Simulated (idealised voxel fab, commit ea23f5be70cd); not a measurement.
Process module in this document: voxel self aligned vias
FYI the section here is cut, 180 nm wide, cells are 5 nm squares.
Cross-sections here: square-cell grids, written as top-down lists of bands, a band being one or more rows of cells. What a band's entry tells you: where the top is and where the bottom is, as heights in nm, and after that what lies inside, material by material from left to right, each with its width in nm. Empty space is written as the word "empty", and a single material marked with the word "all across" occupies the band from edge to edge. Heights are measured from 0, the level below which the as-received wafer is all one material; the lowest band has no bottom and continues downward, written as in "0 -> down". Width "30->40": first value at the band's top row of cells, second value at its bottom row, equal change from row to row. For the purposes of this document, the phrase "no change occurred" attached to a step denotes that no cell within the cross-section was modified by that step. Closed empty spaces (no open way to the top) of 8 cells or more are what "Voids lacking openings" lists, each as width x height at distance from the left edge, nm for all three. Whatever follows a step's settings on its line is a remark the simulator itself makes about that step. A step line may carry the setting "overlay nm", which, for steps involving a mask, states the distance by which the mask lay to the right of its intended position; negative values denote displacement to the left.

Planned process steps:
1) RECEIVE [material Si]
2) CONFORMAL_DEP [material SiO2] [thk nm 10]
3) CONFORMAL_DEP [material SiCN] [thk nm 5]
4) DIRECTIONAL_DEP [material lowk] [thk nm 25]
5) DIRECTIONAL_DEP [material aC] [thk nm 15]
6) PATTERN [tone open] [mask id LINES] [material resist] [width nm 30] [pitch nm 55] [thk nm 30] [overlay nm 0]
7) DIRECTIONAL_ETCH [etch materials aC] [depth nm 15]
8) STRIP [etch materials resist]
9) DIRECTIONAL_ETCH [etch materials lowk] [depth nm 25]
10) STRIP [etch materials aC]
11) CONFORMAL_DEP [material TiN] [thk nm 5]
12) FILL_DEP [material Ru] [thk nm 5]
13) CMP [height nm 40]
14) SELECTIVE_ETCH [etch materials W Ru TiN] [depth nm 10]
15) FILL_DEP [material SiN] [thk nm 5]
16) CMP [height nm 40]
17) DIRECTIONAL_DEP [material lowk] [thk nm 20]
18) DIRECTIONAL_DEP [material aC] [thk nm 10]
19) PATTERN [tone open] [mask id VIAS] [material resist] [width nm 40] [pitch nm 55] [thk nm 30] [overlay nm 0]
20) DIRECTIONAL_ETCH [etch materials aC] [depth nm 10]
21) STRIP [etch materials resist]
22) DIRECTIONAL_ETCH [etch materials lowk] [depth nm 20]
23) DIRECTIONAL_ETCH [etch materials SiN] [depth nm 10]
24) STRIP [etch materials aC]
25) CONFORMAL_DEP [material TiN] [thk nm 5]
26) FILL_DEP [material Cu] [thk nm 5]
27) CMP [height nm 60]
28) CONFORMAL_DEP [material SiCN] [thk nm 5]

Cross-section of the wafer upon arrival, representing the state reached after step 1:
0 -> down  Si all across
Voids lacking openings: none

First of two wafers: cross-section at end of module, run per plan:
65 -> 60  SiCN all across
60 -> 45  40 lowk | 5 TiN | 30 Cu | 5 TiN | 15 lowk | 5 TiN | 30 Cu | 5 TiN | 45 lowk
45 -> 35  40->45 lowk | 10->5 TiN | 20 Cu | 10->5 TiN | 15->25 lowk | 10->5 TiN | 20 Cu | 10->5 TiN | 45->50 lowk
35 -> 30  45 lowk | 30 TiN | 25 lowk | 30 TiN | 50 lowk
30 -> 20  45 lowk | 5 TiN | 20 Ru | 5 TiN | 25 lowk | 5 TiN | 20 Ru | 5 TiN | 50 lowk
20 -> 15  45 lowk | 30 TiN | 25 lowk | 30 TiN | 50 lowk
15 -> 10  SiCN all across
10 -> 0  SiO2 all across
0 -> down  Si all across
Voids lacking openings: none

Second of two wafers, module complete, sectioned: it shares the first wafer's start and plan but was run with one mistake:
65 -> 60  SiCN all across
60 -> 45  40 lowk | 5 TiN | 30 Cu | 5 TiN | 15 lowk | 5 TiN | 30 Cu | 5 TiN | 45 lowk
45 -> 40  40 lowk | 40 TiN | 15 lowk | 40 TiN | 45 lowk
40 -> 35  SiCN all across
35 -> 10  lowk all across
10 -> 0  SiO2 all across
0 -> down  Si all across
Voids lacking openings: none
Deviation noted in wafer processing: steps 3 and 4 traded places in the executed sequence
Final difference in cells, second wafer against first, listed per material as more or fewer: -16 Cu; -16 Ru; -28 TiN; +60 lowk
